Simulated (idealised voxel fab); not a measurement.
The process module that follows is named voxel spacer lines.
155 nm wide, 5 nm square cells: that's cross-section cut.
Format of a cross-section: grid, square cells. Given as bands. Order: top down. Band: one or more rows of cells. It is stipulated that each band's entry specify, in nanometres, the height of the top of the band and then that of its bottom, followed by the materials of the band in left-to-right sequence, each together with its width in nanometres. A single material marked by the word "everywhere" is understood to fill the band from edge to edge; the word "empty" is understood to denote empty space. Counting heights begins at 0, where everything beneath is, in the wafer as received, one material. The lowest band has no bottom; it goes on downwards, as "top 0, no bottom" shows. So if you see something like "30..40" for the width, read it as the top row of the band sitting at the first number and the bottom row at the second, with every row in between moving by the same amount as the last. "all unchanged", as given for a step, is the statement that not any cell of the cross-section underwent a change during that step. In the "closed voids" entry, you get each enclosed empty space of 8 cells or more, one with no open way to the top, written width x height at distance, distance from the left edge, in nm. after a step's settings: what the simulator itself notes on the step. overlay nm: mask offset rightward from planned place, masked step; negative means leftward offset.
### Process steps - plan
1,RECEIVE | material Si
2,CONFORMAL_DEP | material Al2O3 | thk nm 10
3,DIRECTIONAL_DEP | material SiN | thk nm 20
4,DIRECTIONAL_DEP | material aC | thk nm 25
5,PATTERN | tone cover | mask id MANDREL | material resist | width nm 20 | pitch nm 60 | thk nm 30 | overlay nm 0
6,DIRECTIONAL_ETCH | etch materials aC | depth nm 25
7,STRIP | etch materials resist
8,CONFORMAL_DEP | material SiO2 | thk nm 10
9,DIRECTIONAL_ETCH | etch materials SiO2 | depth nm 10
10,STRIP | etch materials aC
11,DIRECTIONAL_ETCH | etch materials SiN | depth nm 20
12,STRIP | etch materials SiO2
### Run as planned: first of two wafers
### Here's what the wafer looked like in cross-section when it arrived - that's after step 1
> top 0, no bottom = Si everywhere
> closed voids: none
### Wafer xsec, post step 2
> top 10, bottom 0 = Al2O3 everywhere
> Under the height 0 nothing was changed.
### Wafer xsec, post step 3
> top 30, bottom 10 = SiN everywhere
> Under the height 10 nothing was changed.
### Wafer xsec, post step 4
> top 55, bottom 30 = aC everywhere
> Under the height 30 nothing was changed.
### Wafer xsec, post step 5
> top 85, bottom 55 = empty 35 nm | resist 20 nm | empty 40 nm | resist 20 nm | empty 40 nm
> Under the height 55 nothing was changed.
### Wafer xsec, post step 6
> top 60, bottom 55 = empty 35 nm | resist 20 nm | empty 40 nm | resist 20 nm | empty 40 nm
> top 55, bottom 30 = empty 35 nm | aC 20 nm | empty 40 nm | aC 20 nm | empty 40 nm
> Under the height 30 nothing was changed.
### Wafer xsec, post step 7
> top 55, bottom 30 = empty 35 nm | aC 20 nm | empty 40 nm | aC 20 nm | empty 40 nm
> Under the height 30 nothing was changed.
### Wafer xsec, post step 8
> top 65, bottom 55 = empty 25 nm | SiO2 40 nm | empty 20 nm | SiO2 40 nm | empty 30 nm
> top 55, bottom 40 = empty 25 nm | SiO2 10 nm | aC 20 nm | SiO2 10 nm | empty 20 nm | SiO2 10 nm | aC 20 nm | SiO2 10 nm | empty 30 nm
> top 40, bottom 30 = SiO2 35 nm | aC 20 nm | SiO2 40 nm | aC 20 nm | SiO2 40 nm
> Under the height 30 nothing was changed.
### Wafer xsec, post step 9
> top 55, bottom 30 = empty 25 nm | SiO2 10 nm | aC 20 nm | SiO2 10 nm | empty 20 nm | SiO2 10 nm | aC 20 nm | SiO2 10 nm | empty 30 nm
> Under the height 30 nothing was changed.
### Wafer xsec, post step 10
> top 55, bottom 30 = empty 25 nm | SiO2 10 nm | empty 20 nm | SiO2 10 nm | empty 20 nm | SiO2 10 nm | empty 20 nm | SiO2 10 nm | empty 30 nm
> Under the height 30 nothing was changed.
### Wafer xsec, post step 11
> top 55, bottom 30 = empty 25 nm | SiO2 10 nm | empty 20 nm | SiO2 10 nm | empty 20 nm | SiO2 10 nm | empty 20 nm | SiO2 10 nm | empty 30 nm
> top 30, bottom 10 = empty 25 nm | SiN 10 nm | empty 20 nm | SiN 10 nm | empty 20 nm | SiN 10 nm | empty 20 nm | SiN 10 nm | empty 30 nm
> Under the height 10 nothing was changed.
### Wafer xsec, post step 12
> top 30, bottom 10 = empty 25 nm | SiN 10 nm | empty 20 nm | SiN 10 nm | empty 20 nm | SiN 10 nm | empty 20 nm | SiN 10 nm | empty 30 nm
> Under the height 10 nothing was changed.
### Second of two: same start, same plan, one run error; steps up to and including 9 match the first
### Cross-section of the second wafer at the time step 10 of the plan should have ended
> top 55, bottom 30 = empty 25 nm | SiO2 10 nm | aC 20 nm | SiO2 10 nm | empty 20 nm | SiO2 10 nm | aC 20 nm | SiO2 10 nm | empty 30 nm
> top 30, bottom 10 = empty 25 nm | SiN 40 nm | empty 20 nm | SiN 40 nm | empty 30 nm
> Under the height 10 nothing was changed.
### Cross-section of the second wafer at the time step 11 of the plan should have ended
> top 55, bottom 30 = empty 25 nm | SiO2 10 nm | empty 20 nm | SiO2 10 nm | empty 20 nm | SiO2 10 nm | empty 20 nm | SiO2 10 nm | empty 30 nm
> Under the height 30 nothing was changed.
### Cross-section of the second wafer at the time step 12 of the plan should have ended
> top 30, bottom 10 = empty 25 nm | SiN 40 nm | empty 20 nm | SiN 40 nm | empty 30 nm
> Under the height 10 nothing was changed.
Against the plan, the run slipped here: the run placed steps 10 and 11 each in the position the plan gave to the other
Once processing is complete, comparing cell counts shows that the second wafer has more or fewer of certain materials than the first: 32 more of SiN
